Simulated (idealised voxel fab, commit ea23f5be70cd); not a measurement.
The document below concerns the process module designated voxel released beams.
In the cross-section labelled cut, the width is 195 nm and each square cell is 5 nm.
Cross-section format: a grid of square cells, given as bands from top to bottom; each band is one or more rows of cells.
Heads up on the band format: heights come first, top then bottom, in nm. After that it's the materials left to right, each with its width in nm. A single material flagged "edge to edge" fills the whole band edge to edge, and "air" means there's empty space there.
The level at which height equals 0 is the one under which the wafer, as it arrives, is entirely one material. No lower edge exists for the bottom band, which continues downward and is notated as in "top 0, no bottom".
Width: "30->40" (first number = top row, second number = bottom row, same change from row to row of cells).
Key: "same as before" - step with no changed cell in the cross-section.
The entry "Closed cavity list" lists the empty spaces that cover at least 8 cells and have no open path to the top. Each is written as width x height at distance, where the distance is measured from the left edge and all three values are in nm.
Note: text after step settings on the step line = simulator remark on that step.
The optional step-line setting "overlay nm" applies to steps with a mask and quantifies how far to the right of its planned location the mask lay, a negative value indicating leftward placement.
Guide to the pairs. Each holds a before and an after cross-section around one process step; the after cross-section is cut off at the lowest band that changed. Look under the pair for the step between them and its settings. Pairs can come from different runs of this module on the same starting wafer, so a pair follows on from the one above it only where its entry headed "Geometry before processing" says it does.

Geometry before processing:
> top 0, no bottom | Si edge to edge
> Closed cavity list: none

State After Step:
> top 10, bottom 0 | SiN edge to edge
> Under 0: no change, same as before.
> Closed cavity list: none
What was done to get from the upper cross-section to the lower one? op CONFORMAL_DEP | material SiN | thk nm 10

Geometry before processing: same picture as after in the pair right above, so we don't repeat it.

State After Step:
> top 20, bottom 10 | SiO2 edge to edge
> Under 10: no change, same as before.
> Closed cavity list: none
What was done to get from the upper cross-section to the lower one? op DIRECTIONAL_DEP | material SiO2 | thk nm 10

Geometry before processing: same picture as after in the pair right above, so we don't repeat it.

State After Step:
> top 30, bottom 20 | aC edge to edge
> Under 20: no change, same as before.
> Closed cavity list: none
What was done to get from the upper cross-section to the lower one? op DIRECTIONAL_DEP | material aC | thk nm 10

Geometry before processing: same picture as after in the pair right above, so we don't repeat it.

State After Step:
> top 55, bottom 30 | 50 nm resist  45 nm air  100 nm resist
> Under 30: no change, same as before.
> Closed cavity list: none
What was done to get from the upper cross-section to the lower one? op PATTERN | tone open | mask id ANCHOR | material resist | width nm 45 | thk nm 25 | overlay nm 0

Geometry before processing: same picture as after in the pair right above, so we don't repeat it.

State After Step:
> top 45, bottom 30 | 50 nm resist  45 nm air  100 nm resist
> top 30, bottom 20 | 50 nm aC  45 nm air  100 nm aC
> Under 20: no change, same as before.
> Closed cavity list: none
What was done to get from the upper cross-section to the lower one? op DIRECTIONAL_ETCH | etch materials aC | depth nm 10

Geometry before processing: same picture as after in the pair right above, so we don't repeat it.

State After Step:
> top 30, bottom 20 | 50 nm aC  45 nm air  100 nm aC
> Under 20: no change, same as before.
> Closed cavity list: none
What was done to get from the upper cross-section to the lower one? op STRIP | etch materials resist

Geometry before processing: same picture as after in the pair right above, so we don't repeat it.

State After Step:
> top 30, bottom 20 | 50 nm aC  45 nm air  100 nm aC
> top 20, bottom 10 | 50 nm SiO2  45 nm air  100 nm SiO2
> Under 10: no change, same as before.
> Closed cavity list: none
What was done to get from the upper cross-section to the lower one? op DIRECTIONAL_ETCH | etch materials SiO2 | depth nm 10

Geometry before processing: same picture as after in the pair right above, so we don't repeat it.

State After Step:
> top 20, bottom 10 | 50 nm SiO2  45 nm air  100 nm SiO2
> Under 10: no change, same as before.
> Closed cavity list: none
What was done to get from the upper cross-section to the lower one? op STRIP | etch materials aC

Geometry before processing: same picture as after in the pair right above, so we don't repeat it.

State After Step:
> top 35, bottom 25 | 65 nm polySi  15 nm air  115 nm polySi
> top 25, bottom 20 | polySi edge to edge
> top 20, bottom 10 | 50 nm SiO2  45 nm polySi  100 nm SiO2
> Under 10: no change, same as before.
> Closed cavity list: none
What was done to get from the upper cross-section to the lower one? op CONFORMAL_DEP | material polySi | thk nm 15

Geometry before processing: same picture as after in the pair right above, so we don't repeat it.

State After Step:
> top 50, bottom 40 | 65 nm aC  15 nm air  115 nm aC
> top 40, bottom 35 | aC edge to edge
> top 35, bottom 25 | 65 nm polySi  15 nm aC  115 nm polySi
> Under 25: no change, same as before.
> Closed cavity list: none
What was done to get from the upper cross-section to the lower one? op DIRECTIONAL_DEP | material aC | thk nm 15

Geometry before processing: same picture as after in the pair right above, so we don't repeat it.

State After Step:
> top 80, bottom 50 | 45 nm air  100 nm resist  50 nm air
> top 50, bottom 40 | 65 nm aC  15 nm resist  115 nm aC
> Under 40: no change, same as before.
> Closed cavity list: none
What was done to get from the upper cross-section to the lower one? op PATTERN | tone cover | mask id BEAM | material resist | width nm 100 | thk nm 30 | overlay nm 0

Geometry before processing: same picture as after in the pair right above, so we don't repeat it.

State After Step:
> top 65, bottom 50 | 45 nm air  100 nm resist  50 nm air
> top 50, bottom 40 | 45 nm air  20 nm aC  15 nm resist  65 nm aC  50 nm air
> top 40, bottom 35 | 45 nm air  100 nm aC  50 nm air
> Under 35: no change, same as before.
> Closed cavity list: none
What was done to get from the upper cross-section to the lower one? op DIRECTIONAL_ETCH | etch materials aC | depth nm 15

Geometry before processing: same picture as after in the pair right above, so we don't repeat it.

State After Step:
> top 50, bottom 40 | 45 nm air  20 nm aC  15 nm air  65 nm aC  50 nm air
> Under 40: no change, same as before.
> Closed cavity list: none
What was done to get from the upper cross-section to the lower one? op STRIP | etch materials resist

Geometry before processing: same picture as after in the pair right above, so we don't repeat it.

State After Step:
> top 50, bottom 40 | 45 nm air  20 nm aC  15 nm air  65 nm aC  50 nm air
> top 40, bottom 35 | 45 nm air  100 nm aC  50 nm air
> top 35, bottom 25 | 45 nm air  20 nm polySi  15 nm aC  65 nm polySi  50 nm air
> top 25, bottom 20 | 45 nm air  100 nm polySi  50 nm air
> Under 20: no change, same as before.
> Closed cavity list: none
What was done to get from the upper cross-section to the lower one? op DIRECTIONAL_ETCH | etch materials polySi | depth nm 15

Geometry before processing: same picture as after in the pair right above, so we don't repeat it.

State After Step:
> top 35, bottom 25 | 45 nm air  20 nm polySi  15 nm air  65 nm polySi  50 nm air
> Under 25: no change, same as before.
> Closed cavity list: none
What was done to get from the upper cross-section to the lower one? op STRIP | etch materials aC

Geometry before processing: same picture as after in the pair right above, so we don't repeat it.

State After Step:
> top 35, bottom 25 | 45 nm air  20 nm polySi  15 nm air  65 nm polySi  50 nm air
> top 25, bottom 20 | 45 nm air  100 nm polySi  50 nm air
> top 20, bottom 10 | 50 nm air  45 nm polySi  100 nm air
> Under 10: no change, same as before.
> Closed cavity list: none
What was done to get from the upper cross-section to the lower one? op STRIP | etch materials SiO2

Geometry before processing:
> top 0, no bottom | Si edge to edge
> Closed cavity list: none

State After Step:
> top 10, bottom 0 | SiO2 edge to edge
> Under 0: no change, same as before.
> Closed cavity list: none
What was done to get from the upper cross-section to the lower one? op DIRECTIONAL_DEP | material SiO2 | thk nm 10

Geometry before processing: same picture as after in the pair right above, so we don't repeat it.

State After Step:
> top 20, bottom 10 | aC edge to edge
> Under 10: no change, same as before.
> Closed cavity list: none
What was done to get from the upper cross-section to the lower one? op DIRECTIONAL_DEP | material aC | thk nm 10

Geometry before processing: same picture as after in the pair right above, so we don't repeat it.

State After Step:
> top 45, bottom 20 | 50 nm resist  45 nm air  100 nm resist
> Under 20: no change, same as before.
> Closed cavity list: none
What was done to get from the upper cross-section to the lower one? op PATTERN | tone open | mask id ANCHOR | material resist | width nm 45 | thk nm 25 | overlay nm 0

Geometry before processing: same picture as after in the pair right above, so we don't repeat it.

State After Step:
> top 35, bottom 20 | 50 nm resist  45 nm air  100 nm resist
> top 20, bottom 10 | 50 nm aC  45 nm air  100 nm aC
> Under 10: no change, same as before.
> Closed cavity list: none
What was done to get from the upper cross-section to the lower one? op DIRECTIONAL_ETCH | etch materials aC | depth nm 10

Geometry before processing: same picture as after in the pair right above, so we don't repeat it.

State After Step:
> top 20, bottom 10 | 50 nm aC  45 nm air  100 nm aC
> Under 10: no change, same as before.
> Closed cavity list: none
What was done to get from the upper cross-section to the lower one? op STRIP | etch materials resist

Geometry before processing: same picture as after in the pair right above, so we don't repeat it.

State After Step:
> top 20, bottom 10 | 50 nm aC  45 nm air  100 nm aC
> top 10, bottom 0 | 50 nm SiO2  45 nm air  100 nm SiO2
> Under 0: no change, same as before.
> Closed cavity list: none
What was done to get from the upper cross-section to the lower one? op DIRECTIONAL_ETCH | etch materials SiO2 | depth nm 10

Geometry before processing: same picture as after in the pair right above, so we don't repeat it.

State After Step:
> top 10, bottom 0 | 50 nm SiO2  45 nm air  100 nm SiO2
> Under 0: no change, same as before.
> Closed cavity list: none
What was done to get from the upper cross-section to the lower one? op STRIP | etch materials aC

Geometry before processing: same picture as after in the pair right above, so we don't repeat it.

State After Step:
> top 25, bottom 15 | 65 nm polySi  15 nm air  115 nm polySi
> top 15, bottom 10 | polySi edge to edge
> top 10, bottom 0 | 50 nm SiO2  45 nm polySi  100 nm SiO2
> Under 0: no change, same as before.
> Closed cavity list: none
What was done to get from the upper cross-section to the lower one? op CONFORMAL_DEP | material polySi | thk nm 15

Geometry before processing: same picture as after in the pair right above, so we don't repeat it.

State After Step:
> top 40, bottom 30 | 65 nm aC  15 nm air  115 nm aC
> top 30, bottom 25 | aC edge to edge
> top 25, bottom 15 | 65 nm polySi  15 nm aC  115 nm polySi
> Under 15: no change, same as before.
> Closed cavity list: none
What was done to get from the upper cross-section to the lower one? op DIRECTIONAL_DEP | material aC | thk nm 15

Geometry before processing: same picture as after in the pair right above, so we don't repeat it.

State After Step:
> top 70, bottom 40 | 45 nm air  100 nm resist  50 nm air
> top 40, bottom 30 | 65 nm aC  15 nm resist  115 nm aC
> Under 30: no change, same as before.
> Closed cavity list: none
What was done to get from the upper cross-section to the lower one? op PATTERN | tone cover | mask id BEAM | material resist | width nm 100 | thk nm 30 | overlay nm 0

Geometry before processing: same picture as after in the pair right above, so we don't repeat it.

State After Step:
> top 55, bottom 40 | 45 nm air  100 nm resist  50 nm air
> top 40, bottom 30 | 45 nm air  20 nm aC  15 nm resist  65 nm aC  50 nm air
> top 30, bottom 25 | 45 nm air  100 nm aC  50 nm air
> Under 25: no change, same as before.
> Closed cavity list: none
What was done to get from the upper cross-section to the lower one? op DIRECTIONAL_ETCH | etch materials aC | depth nm 15

Geometry before processing: same picture as after in the pair right above, so we don't repeat it.

State After Step:
> top 40, bottom 30 | 45 nm air  20 nm aC  15 nm air  65 nm aC  50 nm air
> Under 30: no change, same as before.
> Closed cavity list: none
What was done to get from the upper cross-section to the lower one? op STRIP | etch materials resist

Geometry before processing: same picture as after in the pair right above, so we don't repeat it.

State After Step:
> top 40, bottom 30 | 45 nm air  20 nm aC  15 nm air  65 nm aC  50 nm air
> top 30, bottom 25 | 45 nm air  100 nm aC  50 nm air
> top 25, bottom 15 | 45 nm air  20 nm polySi  15 nm aC  65 nm polySi  50 nm air
> top 15, bottom 10 | 45 nm air  100 nm polySi  50 nm air
> Under 10: no change, same as before.
> Closed cavity list: none
What was done to get from the upper cross-section to the lower one? op DIRECTIONAL_ETCH | etch materials polySi | depth nm 15

Geometry before processing: same picture as after in the pair right above, so we don't repeat it.

State After Step:
> top 25, bottom 15 | 45 nm air  20 nm polySi  15 nm air  65 nm polySi  50 nm air
> Under 15: no change, same as before.
> Closed cavity list: none
What was done to get from the upper cross-section to the lower one? op STRIP | etch materials aC

Geometry before processing: same picture as after in the pair right above, so we don't repeat it.

State After Step:
> top 25, bottom 15 | 45 nm air  20 nm polySi  15 nm air  65 nm polySi  50 nm air
> top 15, bottom 10 | 45 nm air  100 nm polySi  50 nm air
> top 10, bottom 0 | 50 nm air  45 nm polySi  100 nm air
> Under 0: no change, same as before.
> Closed cavity list: none
What was done to get from the upper cross-section to the lower one? op STRIP | etch materials SiO2

Geometry before processing:
> top 35, bottom 25 | 65 nm polySi  15 nm air  115 nm polySi
> top 25, bottom 20 | polySi edge to edge
> top 20, bottom 10 | 50 nm SiO2  45 nm polySi  100 nm SiO2
> top 10, bottom 0 | SiN edge to edge
> top 0, no bottom | Si edge to edge
> Closed cavity list: none

State After Step:
> top 50, bottom 20 | polySi edge to edge
> Under 20: no change, same as before.
> Closed cavity list: none
What was done to get from the upper cross-section to the lower one? op CONFORMAL_DEP | material polySi | thk nm 15

Geometry before processing: same picture as after in the pair right above, so we don't repeat it.

State After Step:
> top 65, bottom 50 | aC edge to edge
> Under 50: no change, same as before.
> Closed cavity list: none
What was done to get from the upper cross-section to the lower one? op DIRECTIONAL_DEP | material aC | thk nm 15

Geometry before processing: same picture as after in the pair right above, so we don't repeat it.

State After Step:
> top 95, bottom 65 | 45 nm air  100 nm resist  50 nm air
> Under 65: no change, same as before.
> Closed cavity list: none
What was done to get from the upper cross-section to the lower one? op PATTERN | tone cover | mask id BEAM | material resist | width nm 100 | thk nm 30 | overlay nm 0

Geometry before processing: same picture as after in the pair right above, so we don't repeat it.

State After Step:
> top 80, bottom 65 | 45 nm air  100 nm resist  50 nm air
> top 65, bottom 50 | 45 nm air  100 nm aC  50 nm air
> Under 50: no change, same as before.
> Closed cavity list: none
What was done to get from the upper cross-section to the lower one? op DIRECTIONAL_ETCH | etch materials aC | depth nm 15

Geometry before processing: same picture as after in the pair right above, so we don't repeat it.

State After Step:
> top 65, bottom 50 | 45 nm air  100 nm aC  50 nm air
> Under 50: no change, same as before.
> Closed cavity list: none
What was done to get from the upper cross-section to the lower one? op STRIP | etch materials resist

Geometry before processing: same picture as after in the pair right above, so we don't repeat it.

State After Step:
> top 65, bottom 50 | 45 nm air  100 nm aC  50 nm air
> top 50, bottom 35 | 45 nm air  100 nm polySi  50 nm air
> Under 35: no change, same as before.
> Closed cavity list: none
What was done to get from the upper cross-section to the lower one? op DIRECTIONAL_ETCH | etch materials polySi | depth nm 15

Geometry before processing: same picture as after in the pair right above, so we don't repeat it.

State After Step:
> top 50, bottom 35 | 45 nm air  100 nm polySi  50 nm air
> Under 35: no change, same as before.
> Closed cavity list: none
What was done to get from the upper cross-section to the lower one? op STRIP | etch materials aC

Geometry before processing:
> top 10, bottom 0 | SiO2 edge to edge
> top 0, no bottom | Si edge to edge
> Closed cavity list: none

State After Step:
> top 20, bottom 10 | SiN edge to edge
> Under 10: no change, same as before.
> Closed cavity list: none
What was done to get from the upper cross-section to the lower one? op CONFORMAL_DEP | material SiN | thk nm 10

Geometry before processing: same picture as after in the pair right above, so we don't repeat it.

State After Step:
> top 30, bottom 20 | aC edge to edge
> Under 20: no change, same as before.
> Closed cavity list: none
What was done to get from the upper cross-section to the lower one? op DIRECTIONAL_DEP | material aC | thk nm 10

Geometry before processing: same picture as after in the pair right above, so we don't repeat it.

State After Step:
> top 55, bottom 30 | 50 nm resist  45 nm air  100 nm resist
> Under 30: no change, same as before.
> Closed cavity list: none
What was done to get from the upper cross-section to the lower one? op PATTERN | tone open | mask id ANCHOR | material resist | width nm 45 | thk nm 25 | overlay nm 0

Geometry before processing: same picture as after in the pair right above, so we don't repeat it.

State After Step:
> top 45, bottom 30 | 50 nm resist  45 nm air  100 nm resist
> top 30, bottom 20 | 50 nm aC  45 nm air  100 nm aC
> Under 20: no change, same as before.
> Closed cavity list: none
What was done to get from the upper cross-section to the lower one? op DIRECTIONAL_ETCH | etch materials aC | depth nm 10

Geometry before processing: same picture as after in the pair right above, so we don't repeat it.

State After Step:
> top 30, bottom 20 | 50 nm aC  45 nm air  100 nm aC
> Under 20: no change, same as before.
> Closed cavity list: none
What was done to get from the upper cross-section to the lower one? op STRIP | etch materials resist

Geometry before processing: same picture as after in the pair right above, so we don't repeat it.

State After Step:
> top 20, bottom 10 | SiN edge to edge
> Under 10: no change, same as before.
> Closed cavity list: none
What was done to get from the upper cross-section to the lower one? op STRIP | etch materials aC

Geometry before processing: same picture as after in the pair right above, so we don't repeat it.

State After Step:
> top 35, bottom 20 | polySi edge to edge
> Under 20: no change, same as before.
> Closed cavity list: none
What was done to get from the upper cross-section to the lower one? op CONFORMAL_DEP | material polySi | thk nm 15

Geometry before processing: same picture as after in the pair right above, so we don't repeat it.

State After Step:
> top 50, bottom 35 | aC edge to edge
> Under 35: no change, same as before.
> Closed cavity list: none
What was done to get from the upper cross-section to the lower one? op DIRECTIONAL_DEP | material aC | thk nm 15

Geometry before processing: same picture as after in the pair right above, so we don't repeat it.

State After Step:
> top 80, bottom 50 | 45 nm air  100 nm resist  50 nm air
> Under 50: no change, same as before.
> Closed cavity list: none
What was done to get from the upper cross-section to the lower one? op PATTERN | tone cover | mask id BEAM | material resist | width nm 100 | thk nm 30 | overlay nm 0

Geometry before processing: same picture as after in the pair right above, so we don't repeat it.

State After Step:
> top 65, bottom 50 | 45 nm air  100 nm resist  50 nm air
> top 50, bottom 35 | 45 nm air  100 nm aC  50 nm air
> Under 35: no change, same as before.
> Closed cavity list: none
What was done to get from the upper cross-section to the lower one? op DIRECTIONAL_ETCH | etch materials aC | depth nm 15

Geometry before processing: same picture as after in the pair right above, so we don't repeat it.

State After Step:
> top 50, bottom 35 | 45 nm air  100 nm aC  50 nm air
> Under 35: no change, same as before.
> Closed cavity list: none
What was done to get from the upper cross-section to the lower one? op STRIP | etch materials resist

Geometry before processing: same picture as after in the pair right above, so we don't repeat it.

State After Step:
> top 50, bottom 35 | 45 nm air  100 nm aC  50 nm air
> top 35, bottom 20 | 45 nm air  100 nm polySi  50 nm air
> Under 20: no change, same as before.
> Closed cavity list: none
What was done to get from the upper cross-section to the lower one? op DIRECTIONAL_ETCH | etch materials polySi | depth nm 15

Geometry before processing: same picture as after in the pair right above, so we don't repeat it.

State After Step:
> top 35, bottom 20 | 45 nm air  100 nm polySi  50 nm air
> Under 20: no change, same as before.
> Closed cavity list: none
What was done to get from the upper cross-section to the lower one? op STRIP | etch materials aC

Geometry before processing:
> top 20, bottom 10 | 50 nm SiO2  45 nm air  100 nm SiO2
> top 10, bottom 0 | SiN edge to edge
> top 0, no bottom | Si edge to edge
> Closed cavity list: none

State After Step:
> top 25, bottom 20 | 55 nm polySi  35 nm air  105 nm polySi
> top 20, bottom 15 | 50 nm SiO2  5 nm polySi  35 nm air  5 nm polySi  100 nm SiO2
> top 15, bottom 10 | 50 nm SiO2  45 nm polySi  100 nm SiO2
> Under 10: no change, same as before.
> Closed cavity list: none
What was done to get from the upper cross-section to the lower one? op CONFORMAL_DEP | material polySi | thk nm 5

Geometry before processing: same picture as after in the pair right above, so we don't repeat it.

State After Step:
> top 40, bottom 30 | 55 nm aC  35 nm air  105 nm aC
> top 30, bottom 25 | aC edge to edge
> top 25, bottom 20 | 55 nm polySi  35 nm aC  105 nm polySi
> top 20, bottom 15 | 50 nm SiO2  5 nm polySi  35 nm aC  5 nm polySi  100 nm SiO2
> Under 15: no change, same as before.
> Closed cavity list: none
What was done to get from the upper cross-section to the lower one? op DIRECTIONAL_DEP | material aC | thk nm 15

Geometry before processing: same picture as after in the pair right above, so we don't repeat it.

State After Step:
> top 70, bottom 40 | 45 nm air  100 nm resist  50 nm air
> top 40, bottom 30 | 55 nm aC  35 nm resist  105 nm aC
> Under 30: no change, same as before.
> Closed cavity list: none
What was done to get from the upper cross-section to the lower one? op PATTERN | tone cover | mask id BEAM | material resist | width nm 100 | thk nm 30 | overlay nm 0

Geometry before processing: same picture as after in the pair right above, so we don't repeat it.

State After Step:
> top 55, bottom 40 | 45 nm air  100 nm resist  50 nm air
> top 40, bottom 30 | 45 nm air  10 nm aC  35 nm resist  55 nm aC  50 nm air
> top 30, bottom 25 | 45 nm air  100 nm aC  50 nm air
> Under 25: no change, same as before.
> Closed cavity list: none
What was done to get from the upper cross-section to the lower one? op DIRECTIONAL_ETCH | etch materials aC | depth nm 15

Geometry before processing: same picture as after in the pair right above, so we don't repeat it.

State After Step:
> top 40, bottom 30 | 45 nm air  10 nm aC  35 nm air  55 nm aC  50 nm air
> Under 30: no change, same as before.
> Closed cavity list: none
What was done to get from the upper cross-section to the lower one? op STRIP | etch materials resist

Geometry before processing: same picture as after in the pair right above, so we don't repeat it.

State After Step:
> top 40, bottom 30 | 45 nm air  10 nm aC  35 nm air  55 nm aC  50 nm air
> top 30, bottom 25 | 45 nm air  100 nm aC  50 nm air
> top 25, bottom 20 | 45 nm air  10 nm polySi  35 nm aC  55 nm polySi  50 nm air
> Under 20: no change, same as before.
> Closed cavity list: none
What was done to get from the upper cross-section to the lower one? op DIRECTIONAL_ETCH | etch materials polySi | depth nm 15

Geometry before processing: same picture as after in the pair right above, so we don't repeat it.

State After Step:
> top 25, bottom 20 | 45 nm air  10 nm polySi  35 nm air  55 nm polySi  50 nm air
> top 20, bottom 15 | 50 nm SiO2  5 nm polySi  35 nm air  5 nm polySi  100 nm SiO2
> Under 15: no change, same as before.
> Closed cavity list: none
What was done to get from the upper cross-section to the lower one? op STRIP | etch materials aC

Geometry before processing: same picture as after in the pair right above, so we don't repeat it.

State After Step:
> top 25, bottom 15 | 45->50 nm air  10->5 nm polySi  35 nm air  55->5 nm polySi  50->100 nm air
> top 15, bottom 10 | 50 nm air  45 nm polySi  100 nm air
> Under 10: no change, same as before.
> Closed cavity list: none
What was done to get from the upper cross-section to the lower one? op STRIP | etch materials SiO2

Geometry before processing:
> top 30, bottom 20 | aC edge to edge
> top 20, bottom 10 | SiO2 edge to edge
> top 10, bottom 0 | SiN edge to edge
> top 0, no bottom | Si edge to edge
> Closed cavity list: none

State After Step:
> top 55, bottom 30 | 45 nm resist  55 nm air  95 nm resist
> Under 30: no change, same as before.
> Closed cavity list: none
What was done to get from the upper cross-section to the lower one? op PATTERN | tone open | mask id ANCHOR | material resist | width nm 55 | thk nm 25 | overlay nm 0

Geometry before processing: same picture as after in the pair right above, so we don't repeat it.

State After Step:
> top 45, bottom 30 | 45 nm resist  55 nm air  95 nm resist
> top 30, bottom 20 | 45 nm aC  55 nm air  95 nm aC
> Under 20: no change, same as before.
> Closed cavity list: none
What was done to get from the upper cross-section to the lower one? op DIRECTIONAL_ETCH | etch materials aC | depth nm 10

Geometry before processing: same picture as after in the pair right above, so we don't repeat it.

State After Step:
> top 30, bottom 20 | 45 nm aC  55 nm air  95 nm aC
> Under 20: no change, same as before.
> Closed cavity list: none
What was done to get from the upper cross-section to the lower one? op STRIP | etch materials resist

Geometry before processing: same picture as after in the pair right above, so we don't repeat it.

State After Step:
> top 30, bottom 20 | 45 nm aC  55 nm air  95 nm aC
> top 20, bottom 10 | 45 nm SiO2  55 nm air  95 nm SiO2
> Under 10: no change, same as before.
> Closed cavity list: none
What was done to get from the upper cross-section to the lower one? op DIRECTIONAL_ETCH | etch materials SiO2 | depth nm 10

Geometry before processing: same picture as after in the pair right above, so we don't repeat it.

State After Step:
> top 20, bottom 10 | 45 nm SiO2  55 nm air  95 nm SiO2
> Under 10: no change, same as before.
> Closed cavity list: none
What was done to get from the upper cross-section to the lower one? op STRIP | etch materials aC

Geometry before processing: same picture as after in the pair right above, so we don't repeat it.

State After Step:
> top 35, bottom 25 | 60 nm polySi  25 nm air  110 nm polySi
> top 25, bottom 20 | polySi edge to edge
> top 20, bottom 10 | 45 nm SiO2  55 nm polySi  95 nm SiO2
> Under 10: no change, same as before.
> Closed cavity list: none
What was done to get from the upper cross-section to the lower one? op CONFORMAL_DEP | material polySi | thk nm 15

Geometry before processing: same picture as after in the pair right above, so we don't repeat it.

State After Step:
> top 50, bottom 40 | 60 nm aC  25 nm air  110 nm aC
> top 40, bottom 35 | aC edge to edge
> top 35, bottom 25 | 60 nm polySi  25 nm aC  110 nm polySi
> Under 25: no change, same as before.
> Closed cavity list: none
What was done to get from the upper cross-section to the lower one? op DIRECTIONAL_DEP | material aC | thk nm 15

Geometry before processing: same picture as after in the pair right above, so we don't repeat it.

State After Step:
> top 80, bottom 50 | 45 nm air  100 nm resist  50 nm air
> top 50, bottom 40 | 60 nm aC  25 nm resist  110 nm aC
> Under 40: no change, same as before.
> Closed cavity list: none
What was done to get from the upper cross-section to the lower one? op PATTERN | tone cover | mask id BEAM | material resist | width nm 100 | thk nm 30 | overlay nm 0

Geometry before processing: same picture as after in the pair right above, so we don't repeat it.

State After Step:
> top 65, bottom 50 | 45 nm air  100 nm resist  50 nm air
> top 50, bottom 40 | 45 nm air  15 nm aC  25 nm resist  60 nm aC  50 nm air
> top 40, bottom 35 | 45 nm air  100 nm aC  50 nm air
> Under 35: no change, same as before.
> Closed cavity list: none
What was done to get from the upper cross-section to the lower one? op DIRECTIONAL_ETCH | etch materials aC | depth nm 15

Geometry before processing: same picture as after in the pair right above, so we don't repeat it.

State After Step:
> top 50, bottom 40 | 45 nm air  15 nm aC  25 nm air  60 nm aC  50 nm air
> Under 40: no change, same as before.
> Closed cavity list: none
What was done to get from the upper cross-section to the lower one? op STRIP | etch materials resist

Geometry before processing: same picture as after in the pair right above, so we don't repeat it.

State After Step:
> top 50, bottom 40 | 45 nm air  15 nm aC  25 nm air  60 nm aC  50 nm air
> top 40, bottom 35 | 45 nm air  100 nm aC  50 nm air
> top 35, bottom 25 | 45 nm air  15 nm polySi  25 nm aC  60 nm polySi  50 nm air
> top 25, bottom 20 | 45 nm air  100 nm polySi  50 nm air
> Under 20: no change, same as before.
> Closed cavity list: none
What was done to get from the upper cross-section to the lower one? op DIRECTIONAL_ETCH | etch materials polySi | depth nm 15

Geometry before processing: same picture as after in the pair right above, so we don't repeat it.

State After Step:
> top 35, bottom 25 | 45 nm air  15 nm polySi  25 nm air  60 nm polySi  50 nm air
> Under 25: no change, same as before.
> Closed cavity list: none
What was done to get from the upper cross-section to the lower one? op STRIP | etch materials aC

Geometry before processing: same picture as after in the pair right above, so we don't repeat it.

State After Step:
> top 35, bottom 25 | 45 nm air  15 nm polySi  25 nm air  60 nm polySi  50 nm air
> top 25, bottom 20 | 45 nm air  100 nm polySi  50 nm air
> top 20, bottom 10 | 45 nm air  55 nm polySi  95 nm air
> Under 10: no change, same as before.
> Closed cavity list: none
What was done to get from the upper cross-section to the lower one? op STRIP | etch materials SiO2

Geometry before processing:
> top 30, bottom 20 | aC edge to edge
> top 20, bottom 10 | SiO2 edge to edge
> top 10, bottom 0 | SiN edge to edge
> top 0, no bottom | Si edge to edge
> Closed cavity list: none

State After Step:
> top 55, bottom 30 | 40 nm resist  45 nm air  110 nm resist
> Under 30: no change, same as before.
> Closed cavity list: none
What was done to get from the upper cross-section to the lower one? op PATTERN | tone open | mask id ANCHOR | material resist | width nm 45 | thk nm 25 | overlay nm -10

Geometry before processing: same picture as after in the pair right above, so we don't repeat it.

State After Step:
> top 45, bottom 30 | 40 nm resist  45 nm air  110 nm resist
> top 30, bottom 20 | 40 nm aC  45 nm air  110 nm aC
> Under 20: no change, same as before.
> Closed cavity list: none
What was done to get from the upper cross-section to the lower one? op DIRECTIONAL_ETCH | etch materials aC | depth nm 10

Geometry before processing: same picture as after in the pair right above, so we don't repeat it.

State After Step:
> top 30, bottom 20 | 40 nm aC  45 nm air  110 nm aC
> Under 20: no change, same as before.
> Closed cavity list: none
What was done to get from the upper cross-section to the lower one? op STRIP | etch materials resist

Geometry before processing: same picture as after in the pair right above, so we don't repeat it.

State After Step:
> top 30, bottom 20 | 40 nm aC  45 nm air  110 nm aC
> top 20, bottom 10 | 40 nm SiO2  45 nm air  110 nm SiO2
> Under 10: no change, same as before.
> Closed cavity list: none
What was done to get from the upper cross-section to the lower one? op DIRECTIONAL_ETCH | etch materials SiO2 | depth nm 10

Geometry before processing: same picture as after in the pair right above, so we don't repeat it.

State After Step:
> top 20, bottom 10 | 40 nm SiO2  45 nm air  110 nm SiO2
> Under 10: no change, same as before.
> Closed cavity list: none
What was done to get from the upper cross-section to the lower one? op STRIP | etch materials aC

Geometry before processing: same picture as after in the pair right above, so we don't repeat it.

State After Step:
> top 35, bottom 25 | 55 nm polySi  15 nm air  125 nm polySi
> top 25, bottom 20 | polySi edge to edge
> top 20, bottom 10 | 40 nm SiO2  45 nm polySi  110 nm SiO2
> Under 10: no change, same as before.
> Closed cavity list: none
What was done to get from the upper cross-section to the lower one? op CONFORMAL_DEP | material polySi | thk nm 15

Geometry before processing: same picture as after in the pair right above, so we don't repeat it.

State After Step:
> top 50, bottom 40 | 55 nm aC  15 nm air  125 nm aC
> top 40, bottom 35 | aC edge to edge
> top 35, bottom 25 | 55 nm polySi  15 nm aC  125 nm polySi
> Under 25: no change, same as before.
> Closed cavity list: none
What was done to get from the upper cross-section to the lower one? op DIRECTIONAL_DEP | material aC | thk nm 15

Geometry before processing: same picture as after in the pair right above, so we don't repeat it.

State After Step:
> top 80, bottom 50 | 45 nm air  100 nm resist  50 nm air
> top 50, bottom 40 | 55 nm aC  15 nm resist  125 nm aC
> Under 40: no change, same as before.
> Closed cavity list: none
What was done to get from the upper cross-section to the lower one? op PATTERN | tone cover | mask id BEAM | material resist | width nm 100 | thk nm 30 | overlay nm 0

Geometry before processing: same picture as after in the pair right above, so we don't repeat it.

State After Step:
> top 65, bottom 50 | 45 nm air  100 nm resist  50 nm air
> top 50, bottom 40 | 45 nm air  10 nm aC  15 nm resist  75 nm aC  50 nm air
> top 40, bottom 35 | 45 nm air  100 nm aC  50 nm air
> Under 35: no change, same as before.
> Closed cavity list: none
What was done to get from the upper cross-section to the lower one? op DIRECTIONAL_ETCH | etch materials aC | depth nm 15

Geometry before processing: same picture as after in the pair right above, so we don't repeat it.

State After Step:
> top 50, bottom 40 | 45 nm air  10 nm aC  15 nm air  75 nm aC  50 nm air
> Under 40: no change, same as before.
> Closed cavity list: none
What was done to get from the upper cross-section to the lower one? op STRIP | etch materials resist

Geometry before processing: same picture as after in the pair right above, so we don't repeat it.

State After Step:
> top 50, bottom 40 | 45 nm air  10 nm aC  15 nm air  75 nm aC  50 nm air
> top 40, bottom 35 | 45 nm air  100 nm aC  50 nm air
> top 35, bottom 25 | 45 nm air  10 nm polySi  15 nm aC  75 nm polySi  50 nm air
> top 25, bottom 20 | 45 nm air  100 nm polySi  50 nm air
> Under 20: no change, same as before.
> Closed cavity list: none
What was done to get from the upper cross-section to the lower one? op DIRECTIONAL_ETCH | etch materials polySi | depth nm 15
